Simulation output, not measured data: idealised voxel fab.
The name of this process module is voxel released beams.
For reference, the cross-section in this document is cut, with width 275 nm and square cells of 5 nm.
Each cross-section below is a grid of square cells, stated as bands in top-down order, with one or more rows of cells making up each band.
Band entry format. Leading values: height of top, height of bottom, nm. Remainder: materials in left-to-right order, each with its width in nm. Special words: "everywhere" on a single material, which then fills the band edge to edge; "empty", empty space.
The level at which height equals 0 is the one under which the wafer, as it arrives, is entirely one material. No lower edge exists for the bottom band, which continues downward and is notated as in "0 and below".
The width entry "30 to 40" should be interpreted row by row: the top row of cells in the band takes the first number, the bottom row takes the second number, and the change between adjacent rows is uniform throughout.
Basically "nothing altered" means that step didn't change any cell in the cross-section.
Entry "Closed void roster" = empty spaces >= 8 cells with no open way to the top; each as width x height at distance, distance from left edge, all nm.
Post-settings text on a step line: simulator's own remark regarding the step.
Among the settings permitted on a step's line is "overlay nm"; applied to a step with a mask, it specifies the extent to which the mask lay to the right of its planned position, whereas a negative figure signifies a position to the left.

### Listed below are the process steps as planned
| 1 | RECEIVE (material Si) |
| 2 | CONFORMAL_DEP (material SiN; thk nm 5) |
| 3 | DIRECTIONAL_DEP (material SiO2; thk nm 20) |
| 4 | MASKED_ETCH (tone open; mask id ANCHOR; width nm 35; etch materials SiO2; depth nm 20; overlay nm 0) |
| 5 | CONFORMAL_DEP (material TiN; thk nm 10) |
| 6 | MASKED_ETCH (tone cover; mask id BEAM; width nm 85; etch materials TiN; depth nm 10; overlay nm 0) |
| 7 | STRIP (etch materials SiO2) |

### Cross-section, incoming material, after step 1
  0 and below = Si everywhere
  Closed void roster: none

### Cross-sectional image of the first of two wafers at the end of the module, the run having proceeded as planned
  35 down to 25 = empty (90) | TiN (15) | empty (15) | TiN (55) | empty (100)
  25 down to 15 = empty (95) | TiN (10) | empty (15) | TiN (10) | empty (145)
  15 down to 5 = empty (95) | TiN (35) | empty (145)
  5 down to 0 = SiN everywhere
  0 and below = Si everywhere
  Closed void roster: none

### End of module, second wafer, cross-section. Started like the first, planned like the first, run with one mistake
  35 down to 25 = empty (90) | TiN (85) | empty (100)
  25 down to 20 = SiN everywhere
  20 down to 0 = SiO2 everywhere
  0 and below = Si everywhere
  Closed void roster: none
Finding, execution versus plan: ran 2 and 3 in swapped order versus the plan
The final cell counts differ between the wafers, with the second having more or fewer of some materials than the first: SiO2 +220, TiN -16
